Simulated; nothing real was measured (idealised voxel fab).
This is a process module. Its name is voxel quadruple lines.
We display cut, a cross-section 170 nm in width whose square cells are each 5 nm.
Cross-section, as written here: a square-cell grid given band by band from the top down, where a band holds one or more rows of cells.
Basically the band line says how high the top is and how high the bottom is, in nm, and then what's in it from left to right, every material with its width in nm. Empty space shows up as "empty", and if a single material carries "full width" it runs the full band edge to edge.
Basically, 0 is our baseline, since under it the wafer straight out of the box is all one material. The bottom band has no lower end and keeps on going down, so it looks like "0..down".
Top row gets the first number, bottom row gets the second, and each row in between changes by the same step: that is how a band width like "30->40" works.
Reading "nothing altered" for a step: not a cell of the cross-section changed in it.
Empty spaces without an open route to the top, at least 8 cells in extent, make up the entry "Closed internal cavities"; each is given as width x height at distance, where the distance is measured from the left edge, and all are in nm.
That trailing text on a step's line, after the settings, is the simulator's own remark on the step.
The "overlay nm" setting may appear on a step's line; for a step that uses a mask, it gives how far to the right of its planned position the mask lay, and a negative value indicates the left.
Steps in the process plan:
1) RECEIVE [material Si]
2) CONFORMAL_DEP [material Al2O3] [thk nm 5]
3) DIRECTIONAL_DEP [material W] [thk nm 10]
4) DIRECTIONAL_DEP [material polySi] [thk nm 15]
5) DIRECTIONAL_DEP [material aC] [thk nm 20]
6) PATTERN [tone cover] [mask id MANDREL] [material resist] [width nm 20] [pitch nm 60] [thk nm 30] [overlay nm 0]
7) DIRECTIONAL_ETCH [etch materials aC] [depth nm 20]
8) STRIP [etch materials resist]
9) CONFORMAL_DEP [material SiO2] [thk nm 10]
10) DIRECTIONAL_ETCH [etch materials SiO2] [depth nm 10]
11) STRIP [etch materials aC]
12) DIRECTIONAL_ETCH [etch materials polySi] [depth nm 15]
13) STRIP [etch materials SiO2]
14) CONFORMAL_DEP [material SiCN] [thk nm 5]
15) DIRECTIONAL_ETCH [etch materials SiCN] [depth nm 5]
16) STRIP [etch materials polySi]
17) DIRECTIONAL_ETCH [etch materials W] [depth nm 10]
18) STRIP [etch materials SiCN]
19) FILL_DEP [material SiO2] [thk nm 10]
20) CMP [height nm 15]
Cross-section of the wafer at receipt, which is the condition after step 1:
  0..down | Si full width
  Closed internal cavities: none
Here's the cross-section of the first of our two wafers at the end of the module - it ran as planned:
  15..5 | 30 SiO2; 5 W; 10 SiO2; 5 W; 10 SiO2; 5 W; 10 SiO2; 5 W; 10 SiO2; 5 W; 10 SiO2; 5 W; 10 SiO2; 5 W; 10 SiO2; 5 W; 30 SiO2
  5..0 | Al2O3 full width
  0..down | Si full width
  Closed internal cavities: none
Wafer two (of two), end-of-module cross-section: start = wafer one, plan = wafer one, one run mistake:
  15..5 | 35 SiO2; 5 W; 5 SiO2; 5 W; 10 SiO2; 5 W; 5 SiO2; 5 W; 20 SiO2; 5 W; 5 SiO2; 5 W; 10 SiO2; 5 W; 5 SiO2; 5 W; 35 SiO2
  5..0 | Al2O3 full width
  0..down | Si full width
  Closed internal cavities: none
Which mistake was made when the wafer was run? step 9 did not happen as planned, as run it was CONFORMAL_DEP [material SiO2] [thk nm 5]
Upon completion, the cell count for each material on the second wafer equals that on the first, whereas the spatial distribution of those cells differs.
